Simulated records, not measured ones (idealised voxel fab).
Process module name: voxel self aligned vias
cross-section cut | 225 nm wide | cells 5 nm
Think of the cross-section as a grid of square cells. We describe it in bands, top to bottom, and each band covers one or more rows of those cells.
Quick guide to a band line: top height, bottom height (nm) up front; then every material left to right with its width in nm. Only one material and it's marked "full width"? Then it fills the band edge to edge. And "blank" just means empty space.
Heights are measured from 0, the level below which the as-received wafer is all one material; the lowest band has no bottom and continues downward, written as in "top 0, no bottom".
Width: "30..40" (first number = top row, second number = bottom row, same change from row to row of cells).
Where a step carries "remained unchanged", the cross-section came out of it unchanged, cell for cell.
Basically, "Closed void register" tells you about the enclosed voids: empty spaces with no open way to the top, 8 cells or bigger, each written width x height at distance, where distance is from the left edge, all in nm.
Post-settings text on a step line: simulator's own remark regarding the step.
overlay nm, on a step with a mask: how far to the right of its planned place the mask lay; to the left if negative

# Listed below are the process steps as planned
1 RECEIVE | material Si
2 CONFORMAL_DEP | material SiO2 | thk nm 15
3 CONFORMAL_DEP | material SiCN | thk nm 5
4 DIRECTIONAL_DEP | material lowk | thk nm 30
5 PATTERN | tone open | mask id LINES | material resist | width nm 25 | pitch nm 65 | thk nm 20 | overlay nm 0
6 DIRECTIONAL_ETCH | etch materials lowk | depth nm 30
7 STRIP | etch materials resist
8 CONFORMAL_DEP | material TiN | thk nm 5
9 FILL_DEP | material Ru | thk nm 10
10 CMP | height nm 50
11 SELECTIVE_ETCH | etch materials W Ru TiN | depth nm 10
12 FILL_DEP | material SiN | thk nm 10
13 CMP | height nm 50
14 DIRECTIONAL_DEP | material lowk | thk nm 15
15 MASKED_ETCH | tone open | mask id VIAS | width nm 35 | pitch nm 65 | etch materials lowk | depth nm 15 | overlay nm 0
16 MASKED_ETCH | tone open | mask id VIAS | width nm 35 | pitch nm 65 | etch materials SiN | depth nm 10 | overlay nm 0
17 CONFORMAL_DEP | material TiN | thk nm 5
18 FILL_DEP | material Ru | thk nm 10
19 CMP | height nm 65
20 CONFORMAL_DEP | material SiCN | thk nm 5

# As-received state of the wafer in cross-section, equivalent to post-step 1
> top 0, no bottom: Si full width
> Closed void register: none

# The cross-section shown corresponds to the wafer at the conclusion of the module. The initial structure and the process plan are those presented above; however, one mistake occurred in executing the plan
> top 85, bottom 80: SiCN full width
> top 80, bottom 70: Ru full width
> top 70, bottom 65: 65 of TiN, 25 of Ru, 40 of TiN, 25 of Ru, 70 of TiN
> top 65, bottom 55: 60 of lowk, 5 of TiN, 25 of Ru, 5 of TiN, 30 of lowk, 5 of TiN, 25 of Ru, 5 of TiN, 65 of lowk
> top 55, bottom 45: 60..65 of lowk, 10..5 of TiN, 15 of Ru, 10..5 of TiN, 30..40 of lowk, 10..5 of TiN, 15 of Ru, 10..5 of TiN, 65..70 of lowk
> top 45, bottom 40: 65 of lowk, 25 of TiN, 40 of lowk, 25 of TiN, 70 of lowk
> top 40, bottom 25: 65 of lowk, 5 of TiN, 15 of Ru, 5 of TiN, 40 of lowk, 5 of TiN, 15 of Ru, 5 of TiN, 70 of lowk
> top 25, bottom 20: 65 of lowk, 25 of TiN, 40 of lowk, 25 of TiN, 70 of lowk
> top 20, bottom 15: SiCN full width
> top 15, bottom 0: SiO2 full width
> top 0, no bottom: Si full width
> Closed void register: none
Finding, execution versus plan: step 19 of the plan never got run, it was skipped over
